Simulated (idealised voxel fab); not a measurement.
Module name: voxel wiring stack (process module)
Displayed cross-section: cut, width of 205 nm, square cells sized 5 nm.
We lay out every cross-section as a grid of square cells and spell it out in bands from the top down, where one band means one or more rows of cells. Heads up on the band format: heights come first, top then bottom, in nm. After that it's the materials left to right, each with its width in nm. A single material flagged "all across" fills the whole band edge to edge, and "blank" means there's empty space there. It should be noted that heights are counted from 0, beneath which the wafer as supplied is of one material throughout, and that the lowest band possesses no lower boundary but continues downward, as written in "0 down". Think of "30 to 40" as a width that walks from the first number to the second as you go down the band, top row to bottom row, taking equal-sized steps from row to row. Where the words "same as before" appear for a step, the cross-section shows no cell changed by that step; every cell remained as before. "Enclosed void catalog" means: voids of 8 cells or more that are shut off from the top with no open way through. Written width x height at distance, distance from the left edge, in nm. Whatever follows a step's settings on its line is a remark the simulator itself makes about that step. "overlay nm" denotes, for a step that has a mask, the displacement of the mask to the right of its planned place, with negative values corresponding to the left.
-- Process steps (planned)
1. RECEIVE [material Si]
2. CONFORMAL_DEP [material SiO2] [thk nm 10]
3. CONFORMAL_DEP [material SiCN] [thk nm 5]
4. DIRECTIONAL_DEP [material SiO2] [thk nm 25]
5. PATTERN [tone open] [mask id METAL_1] [material resist] [width nm 25] [pitch nm 40] [thk nm 20] [overlay nm 0]
6. DIRECTIONAL_ETCH [etch materials SiO2] [depth nm 25]
7. DIRECTIONAL_ETCH [etch materials SiCN] [depth nm 5]
8. STRIP [etch materials resist]
9. CONFORMAL_DEP [material TiN] [thk nm 5]
10. FILL_DEP [material Cu] [thk nm 10]
11. CMP [height nm 40]
12. CONFORMAL_DEP [material SiCN] [thk nm 5]
13. DIRECTIONAL_DEP [material SiO2] [thk nm 15]
14. DIRECTIONAL_DEP [material aC] [thk nm 15]
15. PATTERN [tone open] [mask id PLUG_1] [material resist] [width nm 15] [thk nm 30] [overlay nm 0]
16. DIRECTIONAL_ETCH [etch materials aC] [depth nm 15]
17. STRIP [etch materials resist]
18. DIRECTIONAL_ETCH [etch materials SiO2] [depth nm 15]
19. DIRECTIONAL_ETCH [etch materials SiCN] [depth nm 5]
20. STRIP [etch materials aC]
21. EPI [material Ru] [thk nm 10]
22. EPI [material Ru] [thk nm 10]
23. DIRECTIONAL_DEP [material TiN] [thk nm 5]
24. DIRECTIONAL_DEP [material Ru] [thk nm 15]
25. DIRECTIONAL_DEP [material aC] [thk nm 10]
26. PATTERN [tone cover] [mask id METAL_2] [material resist] [width nm 25] [pitch nm 40] [thk nm 25] [overlay nm 0]
27. DIRECTIONAL_ETCH [etch materials aC] [depth nm 10]
28. STRIP [etch materials resist]
29. DIRECTIONAL_ETCH [etch materials Ru] [depth nm 15]
30. DIRECTIONAL_ETCH [etch materials TiN] [depth nm 5]
31. STRIP [etch materials aC]
32. CONFORMAL_DEP [material SiCN] [thk nm 5]
33. FILL_DEP [material SiO2] [thk nm 10]
34. CMP [height nm 80]
35. CONFORMAL_DEP [material SiN] [thk nm 5]
-- So this is the incoming wafer in cross-section - it's already been through step 1
	0 down = Si all across
	Enclosed void catalog: none
-- Cross-section taken at module completion on the first of two wafers; processed per the plan
	85 to 80 = SiN all across
	80 to 65 = SiO2=65; SiCN=5; Ru=25; SiCN=5; SiO2=5; SiCN=5; Ru=25; SiCN=5; SiO2=65
	65 to 60 = SiCN=70; TiN=25; SiCN=15; TiN=25; SiCN=70
	60 to 45 = SiO2=70; Ru=15; SiO2=120
	45 to 40 = SiCN=70; Ru=15; SiCN=120
	40 to 15 = SiO2=70; TiN=5; Cu=15; TiN=5; SiO2=15; TiN=5; Cu=15; TiN=5; SiO2=70
	15 to 10 = SiCN=70; TiN=25; SiCN=15; TiN=25; SiCN=70
	10 to 0 = SiO2 all across
	0 down = Si all across
	Enclosed void catalog: none
-- Here is the second of the two wafers cut open at the end of the module - same start, same plan as the first one, but we made one mistake running it
	85 to 80 = SiN all across
	80 to 65 = SiO2=70; SiCN=5; Ru=20; SiCN=5; SiO2=10; SiCN=5; Ru=20; SiCN=5; SiO2=65
	65 to 60 = SiCN=75; TiN=20; SiCN=20; TiN=20; SiCN=70
	60 to 45 = SiO2=70; Ru=15; SiO2=120
	45 to 40 = SiCN=70; Ru=15; SiCN=120
	40 to 15 = SiO2=70; TiN=5; Cu=15; TiN=5; SiO2=15; TiN=5; Cu=15; TiN=5; SiO2=70
	15 to 10 = SiCN=70; TiN=25; SiCN=15; TiN=25; SiCN=70
	10 to 0 = SiO2 all across
	0 down = Si all across
	Enclosed void catalog: none
Here's what went sideways: so step 26 ended up running with a different setting than we planned, it ran as PATTERN [tone cover] [mask id METAL_2] [material resist] [width nm 20] [pitch nm 40] [thk nm 25] [overlay nm 0]
End of process, cell counts, second wafer against first, materials with more or fewer: Ru -6 | SiCN +2 | SiO2 +6 | TiN -2
